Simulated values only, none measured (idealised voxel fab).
This is a process module. Its name is voxel spacer lines.
Cross-section cut spans 225 nm and uses square cells 5 nm in size.
A cross-section is written here as square cells arranged in a grid, and it is given in bands from the top down, each band taking up one or more rows of cells.
Read a band's entry like this: the first values are the height of its top and the height of its bottom in nm, and what follows is the sequence of materials from left to right, each with its width in nm. Note that "empty" is empty space, and that a single material marked "edge to edge" reaches across the band from edge to edge.
Heads up on the height convention: 0 is the point under which the incoming wafer is all one material, and the lowest band has no bottom, it just keeps going down, like "z 0 and below".
Width spec "30 to 40" -> top row of cells at first value, bottom row at second value, equal per-row change in between.
Step note "no alteration" = no cross-section cell changed.
Entry "Fully closed voids". Content: empty spaces with no open connection to the top, size 8 cells or greater. Each: width x height at distance. Distance: from left edge. Unit: nm.
Read whatever lies past the settings on a step's line as the simulator's own remark about the step.
overlay nm: how far to the right of its planned place the mask lay on this masked step (negative: to the left).
Process steps foreseen in the plan
1 RECEIVE,material Si
2 CONFORMAL_DEP,material Al2O3,thk nm 10
3 DIRECTIONAL_DEP,material TiN,thk nm 10
4 DIRECTIONAL_DEP,material aC,thk nm 25
5 PATTERN,tone cover,mask id MANDREL,material resist,width nm 25,pitch nm 70,thk nm 35,overlay nm 0
6 DIRECTIONAL_ETCH,etch materials aC,depth nm 25
7 STRIP,etch materials resist
8 CONFORMAL_DEP,material SiO2,thk nm 10
9 DIRECTIONAL_ETCH,etch materials SiO2,depth nm 10
10 STRIP,etch materials aC
11 DIRECTIONAL_ETCH,etch materials TiN,depth nm 10
12 STRIP,etch materials SiO2
13 FILL_DEP,material lowk,thk nm 10
14 CMP,height nm 20
Wafer at receipt (post step 1), cross-section
	z 0 and below: Si edge to edge
	Fully closed voids: none
First wafer of two, sectioned at end of module; run went per plan
	z 20 to 10: 20 lowk / 10 TiN / 25 lowk / 10 TiN / 25 lowk / 10 TiN / 25 lowk / 10 TiN / 25 lowk / 10 TiN / 25 lowk / 10 TiN / 20 lowk
	z 10 to 0: Al2O3 edge to edge
	z 0 and below: Si edge to edge
	Fully closed voids: none
Cross-section, second wafer: same start as the first, same plan as the first, one mistake in running it; taken at the end of the module
	z 20 to 10: 20 lowk / 10 TiN / 25 lowk / 10 TiN / 25 lowk / 10 TiN / 25 lowk / 10 TiN / 25 lowk / 10 TiN / 25 lowk / 10 TiN / 20 lowk
	z 10 to 0: lowk edge to edge
	z 0 and below: Si edge to edge
	Fully closed voids: none
The mistake made against the process plan was this: step 2 went in with a setting other than planned; the actual run was CONFORMAL_DEP,material lowk,thk nm 10
FYI, end of process, the second wafer has more or fewer cells of some materials than the first: 90 fewer of Al2O3 | 90 more of lowk
